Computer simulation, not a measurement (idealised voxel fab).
The following process module bears the name voxel wiring stack.
Xsec cut, 270 nm wide, square cell size 5 nm.
When this document writes out a cross-section, it uses a grid of square cells and lists it as bands, beginning at the top and moving down, with a band standing for one or more rows of cells. Quick guide to a band line: top height, bottom height (nm) up front; then every material left to right with its width in nm. Only one material and it's marked "full width"? Then it fills the band edge to edge. And "air" just means empty space. Note: height 0 marks the level under which the wafer is uniformly one material as received. Lowest band unbounded below, written "0 nm and below". Quick explanation for "30 to 40": the width changes in equal steps down the rows of cells, from the first number in the band's top row to the second number in its bottom row. Any step labelled "nothing altered" changed none of the cells in the cross-section. This entry, "Closed void listing", enumerates those empty regions of no fewer than 8 cells that possess no open connection to the top. Each region is reported in the form width x height at distance, the distance being taken from the left edge, with all three quantities expressed in nm. Step line, after settings: the simulator's comment on this step. "overlay nm" denotes, for a step that has a mask, the displacement of the mask to the right of its planned place, with negative values corresponding to the left.

**Planned process steps**
step 1: RECEIVE [material Si]
step 2: CONFORMAL_DEP [material SiO2] [thk nm 15]
step 3: CONFORMAL_DEP [material SiCN] [thk nm 5]
step 4: DIRECTIONAL_DEP [material SiO2] [thk nm 15]
step 5: PATTERN [tone open] [mask id METAL_1] [material resist] [width nm 20] [pitch nm 45] [thk nm 15] [overlay nm 0]
step 6: DIRECTIONAL_ETCH [etch materials SiO2] [depth nm 15]
step 7: DIRECTIONAL_ETCH [etch materials SiCN] [depth nm 5]
step 8: STRIP [etch materials resist]
step 9: CONFORMAL_DEP [material TiN] [thk nm 5]
step 10: FILL_DEP [material Cu] [thk nm 10]
step 11: CMP [height nm 35]
step 12: CONFORMAL_DEP [material SiCN] [thk nm 5]
step 13: DIRECTIONAL_DEP [material SiO2] [thk nm 35]
step 14: PATTERN [tone open] [mask id METAL_2_HOLES] [material resist] [width nm 15] [pitch nm 90] [thk nm 15] [overlay nm 0]
step 15: DIRECTIONAL_ETCH [etch materials SiO2] [depth nm 35]
step 16: STRIP [etch materials resist]
step 17: PATTERN [tone open] [mask id METAL_2] [material resist] [width nm 20] [pitch nm 45] [thk nm 15] [overlay nm 0]
step 18: DIRECTIONAL_ETCH [etch materials SiO2] [depth nm 20]
step 19: DIRECTIONAL_ETCH [etch materials SiCN] [depth nm 5]
step 20: STRIP [etch materials resist]
step 21: CONFORMAL_DEP [material TiN] [thk nm 5]
step 22: FILL_DEP [material Cu] [thk nm 5]
step 23: CMP [height nm 75]
step 24: CONFORMAL_DEP [material SiCN] [thk nm 5]

**Wafer at receipt (post step 1), cross-section**
> 0 nm and below | Si full width
> Closed void listing: none

**First of two wafers: cross-section at end of module, run per plan**
> 80 nm to 75 nm | SiCN full width
> 75 nm to 60 nm | 80 nm SiO2  5 nm TiN  10 nm Cu  5 nm TiN  25 nm SiO2  5 nm TiN  10 nm Cu  5 nm TiN  25 nm SiO2  5 nm TiN  10 nm Cu  5 nm TiN  80 nm SiO2
> 60 nm to 55 nm | 80 nm SiO2  5 nm TiN  5 nm Cu  10 nm TiN  25 nm SiO2  20 nm TiN  25 nm SiO2  5 nm TiN  5 nm Cu  10 nm TiN  80 nm SiO2
> 55 nm to 40 nm | 80 nm SiO2  5 nm TiN  5 nm Cu  5 nm TiN  75 nm SiO2  5 nm TiN  5 nm Cu  5 nm TiN  85 nm SiO2
> 40 nm to 35 nm | 80 nm SiCN  15 nm TiN  75 nm SiCN  15 nm TiN  85 nm SiCN
> 35 nm to 20 nm | 80 nm SiO2  5 nm TiN  10 nm Cu  5 nm TiN  25 nm SiO2  5 nm TiN  10 nm Cu  5 nm TiN  25 nm SiO2  5 nm TiN  10 nm Cu  5 nm TiN  80 nm SiO2
> 20 nm to 15 nm | 80 nm SiCN  20 nm TiN  25 nm SiCN  20 nm TiN  25 nm SiCN  20 nm TiN  80 nm SiCN
> 15 nm to 0 nm | SiO2 full width
> 0 nm and below | Si full width
> Closed void listing: none

**Wafer two cross-section, module end. Start and plan unchanged from wafer one; one mistake made during the run**
> 80 nm to 75 nm | SiCN full width
> 75 nm to 60 nm | 80 nm SiO2  5 nm TiN  5 nm Cu  5 nm TiN  75 nm SiO2  5 nm TiN  5 nm Cu  5 nm TiN  85 nm SiO2
> 60 nm to 55 nm | 80 nm SiO2  15 nm TiN  75 nm SiO2  15 nm TiN  85 nm SiO2
> 55 nm to 40 nm | SiO2 full width
> 40 nm to 35 nm | SiCN full width
> 35 nm to 20 nm | 80 nm SiO2  5 nm TiN  10 nm Cu  5 nm TiN  25 nm SiO2  5 nm TiN  10 nm Cu  5 nm TiN  25 nm SiO2  5 nm TiN  10 nm Cu  5 nm TiN  80 nm SiO2
> 20 nm to 15 nm | 80 nm SiCN  20 nm TiN  25 nm SiCN  20 nm TiN  25 nm SiCN  20 nm TiN  80 nm SiCN
> 15 nm to 0 nm | SiO2 full width
> 0 nm and below | Si full width
> Closed void listing: none
what went wrong: the plan's step 13 ran twice
Count the cells at the end and the second wafer has more or fewer of some materials than the first: 20 fewer of Cu; 6 more of SiCN; 42 more of SiO2; 28 fewer of TiN
